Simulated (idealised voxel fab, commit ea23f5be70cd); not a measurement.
The name of this process module is voxel wiring stack.
Cross-section cut spans 245 nm and uses square cells 5 nm in size.
Cross-section = grid of square cells, listed top down in bands; band = one or more rows.
Read a band's entry like this: the first values are the height of its top and the height of its bottom in nm, and what follows is the sequence of materials from left to right, each with its width in nm. Note that "air" is empty space, and that a single material marked "everywhere" reaches across the band from edge to edge.
Zero point of the height axis is 0; under it, received wafer = one material. Lowest band: continues down indefinitely, "0..down".
Per-row width for "30 to 40": begins at first number (top row of band), ends at second number (bottom row), increment between rows held constant.
Where the words "identical to before" appear for a step, the cross-section shows no cell changed by that step; every cell remained as before.
So "Voids, fully enclosed" is basically the list of trapped voids: any empty space of 8 cells or more that can't reach the top through an opening. They're written width x height at distance, the distance being from the left edge, and it's all nm.
On each step's line, the part that comes after the settings is the simulator's own comment on the step.
"overlay nm" answers the question of how far to the right of plan the mask lay on a step that has a mask, and when it is negative the answer is to the left.

Below is the list of planned process steps:
1 RECEIVE with material Si
2 CONFORMAL_DEP with material SiO2, thk nm 10
3 CONFORMAL_DEP with material SiN, thk nm 5
4 DIRECTIONAL_DEP with material lowk, thk nm 20
5 PATTERN with tone open, mask id METAL_1, material resist, width nm 30, pitch nm 45, thk nm 15, overlay nm 0
6 DIRECTIONAL_ETCH with etch materials lowk, depth nm 20
7 DIRECTIONAL_ETCH with etch materials SiN, depth nm 5
8 STRIP with etch materials resist
9 CONFORMAL_DEP with material TiN, thk nm 5
10 FILL_DEP with material Ru, thk nm 5
11 CMP with height nm 35
12 EPI with material Ru, thk nm 5
13 FILL_DEP with material SiCN, thk nm 5
14 DIRECTIONAL_DEP with material lowk, thk nm 35
15 DIRECTIONAL_DEP with material aC, thk nm 10
16 PATTERN with tone open, mask id METAL_2, material resist, width nm 30, pitch nm 45, thk nm 25, overlay nm 0
17 DIRECTIONAL_ETCH with etch materials aC, depth nm 10
18 STRIP with etch materials resist
19 DIRECTIONAL_ETCH with etch materials lowk, depth nm 20
20 STRIP with etch materials aC
21 DIRECTIONAL_DEP with material aC, thk nm 10
22 PATTERN with tone open, mask id METAL_2_HOLES, material resist, width nm 15, thk nm 30, overlay nm 0
23 DIRECTIONAL_ETCH with etch materials aC, depth nm 10
24 STRIP with etch materials resist
25 DIRECTIONAL_ETCH with etch materials lowk, depth nm 15
26 DIRECTIONAL_ETCH with etch materials SiCN, depth nm 5
27 STRIP with etch materials aC
28 CONFORMAL_DEP with material TiN, thk nm 5
29 FILL_DEP with material Cu, thk nm 5
30 CMP with height nm 80
31 CONFORMAL_DEP with material SiCN, thk nm 5

This is the cross-section of the wafer as we received it, i.e. after step 1:
  0..down | Si everywhere
  Voids, fully enclosed: none

Looking at the first of two wafers in cross-section at end of module - ran to plan:
  85..80 | SiCN everywhere
  80..65 | 85 nm lowk, then 5 nm TiN, then 20 nm Cu, then 5 nm TiN, then 15 nm lowk, then 5 nm TiN, then 20 nm Cu, then 5 nm TiN, then 85 nm lowk
  65..60 | 85 nm lowk, then 5 nm TiN, then 5 nm Cu, then 20 nm TiN, then 15 nm lowk, then 30 nm TiN, then 85 nm lowk
  60..45 | 85 nm lowk, then 5 nm TiN, then 5 nm Cu, then 5 nm TiN, then 145 nm lowk
  45..40 | 85 nm SiCN, then 15 nm TiN, then 145 nm SiCN
  40..35 | 80 nm SiCN, then 40 nm Ru, then 5 nm SiCN, then 40 nm Ru, then 80 nm SiCN
  35..15 | 85 nm lowk, then 5 nm TiN, then 20 nm Ru, then 5 nm TiN, then 15 nm lowk, then 5 nm TiN, then 20 nm Ru, then 5 nm TiN, then 85 nm lowk
  15..10 | 85 nm SiN, then 30 nm TiN, then 15 nm SiN, then 30 nm TiN, then 85 nm SiN
  10..0 | SiO2 everywhere
  0..down | Si everywhere
  Voids, fully enclosed: none

Cross-sectional view: second of two wafers, end of module; start and plan identical to the first, one mistake in running:
  85..80 | SiCN everywhere
  80..65 | 85 nm lowk, then 5 nm TiN, then 20 nm Cu, then 5 nm TiN, then 15 nm lowk, then 5 nm TiN, then 20 nm Cu, then 5 nm TiN, then 85 nm lowk
  65..60 | 85 nm lowk, then 5 nm TiN, then 5 nm Cu, then 20 nm TiN, then 15 nm lowk, then 30 nm TiN, then 85 nm lowk
  60..45 | 85 nm lowk, then 5 nm TiN, then 5 nm Cu, then 5 nm TiN, then 145 nm lowk
  45..40 | 85 nm SiCN, then 15 nm TiN, then 145 nm SiCN
  40..35 | 90 nm Ru, then 20 nm SiCN, then 25 nm Ru, then 20 nm SiCN, then 90 nm Ru
  35..15 | 80 nm Ru, then 5 nm TiN, then 30 nm lowk, then 5 nm TiN, then 5 nm Ru, then 5 nm TiN, then 30 nm lowk, then 5 nm TiN, then 80 nm Ru
  15..10 | 85 nm TiN, then 30 nm SiN, then 15 nm TiN, then 30 nm SiN, then 85 nm TiN
  10..0 | SiO2 everywhere
  0..down | Si everywhere
  Voids, fully enclosed: none
Short version of what went wrong: step 5 changed vs plan, executed as PATTERN with tone cover, mask id METAL_1, material resist, width nm 30, pitch nm 45, thk nm 15, overlay nm 0
Wrapping up, a cell-based count of both wafers puts the second over or under the first for these materials: Ru: 125 more | SiCN: 25 fewer | SiN: 25 fewer | TiN: 25 more | lowk: 100 fewer
